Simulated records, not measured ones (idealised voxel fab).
The process module presented herein is designated voxel trench capacitor.
The cross-section on display is named cut; it measures 280 nm wide, and its cells are 5 nm squares.
Each cross-section below is a grid of square cells, stated as bands in top-down order, with one or more rows of cells making up each band.
Top, bottom (nm), then materials left to right with widths (nm); lone material tagged "throughout" fills the whole band edge to edge; "air" = empty space.
Heights are measured from 0, the level below which the as-received wafer is all one material; the lowest band has no bottom and continues downward, written as in "0 nm and below".
The two numbers in a width such as "30..40" mark its ends across the band: the first belongs to the top row of cells, the second to the bottom row, and from each row to the next the width moves by the same amount.
Any step labelled "nothing was modified" changed none of the cells in the cross-section.
Look at "Voids, enclosed" for the closed voids: empty spaces with no open path to the top, sized 8 cells or up. Each is width x height at distance, distance from the left edge, all nm.
after a step's settings: what the simulator itself notes on the step
overlay nm: where the mask lay relative to plan, measured to the right, on steps with a mask; negatives go left.
[The process steps that were planned are listed below]
1 RECEIVE [material Si]
2 CONFORMAL_DEP [material SiN] [thk nm 5]
3 PATTERN [tone open] [mask id TRENCH] [material resist] [width nm 25] [pitch nm 55] [thk nm 15] [overlay nm 0]
4 DIRECTIONAL_ETCH [etch materials SiN] [depth nm 5]
5 DIRECTIONAL_ETCH [etch materials Si] [depth nm 25]
6 STRIP [etch materials resist]
7 CONFORMAL_DEP [material Al2O3] [thk nm 5]
8 FILL_DEP [material polySi] [thk nm 5]
9 CMP [height nm 5]
[This is the cross-section of the wafer as we received it, i.e. after step 1]
* 0 nm and below = Si throughout
* Voids, enclosed: none
[Module complete - cross-section of the first of two wafers, run according to plan]
* 5 nm to 0 nm = SiN 100, then Al2O3 5, then polySi 15, then Al2O3 5, then SiN 30, then Al2O3 5, then polySi 15, then Al2O3 5, then SiN 100
* 0 nm to -20 nm = Si 100, then Al2O3 5, then polySi 15, then Al2O3 5, then Si 30, then Al2O3 5, then polySi 15, then Al2O3 5, then Si 100
* -20 nm to -25 nm = Si 100, then Al2O3 25, then Si 30, then Al2O3 25, then Si 100
* -25 nm and below = Si throughout
* Voids, enclosed: none
[Cross-sectional image of the second wafer of the two following completion of the module. Starting state and process plan were the same as for the first wafer; one execution error occurred]
* 5 nm to 0 nm = polySi 100, then Al2O3 5, then polySi 15, then Al2O3 5, then polySi 30, then Al2O3 5, then polySi 15, then Al2O3 5, then polySi 100
* 0 nm to -15 nm = Si 100, then Al2O3 5, then polySi 15, then Al2O3 5, then Si 30, then Al2O3 5, then polySi 15, then Al2O3 5, then Si 100
* -15 nm to -20 nm = Si 100, then Al2O3 25, then Si 30, then Al2O3 25, then Si 100
* -20 nm and below = Si throughout
* Voids, enclosed: none
The plan and the run diverged here: so step 2 ended up running with a different setting than we planned, it ran as CONFORMAL_DEP [material polySi] [thk nm 5]
Wrapping up, a cell-based count of both wafers puts the second over or under the first for these materials: -4 Al2O3 | +10 Si | -46 SiN | +40 polySi
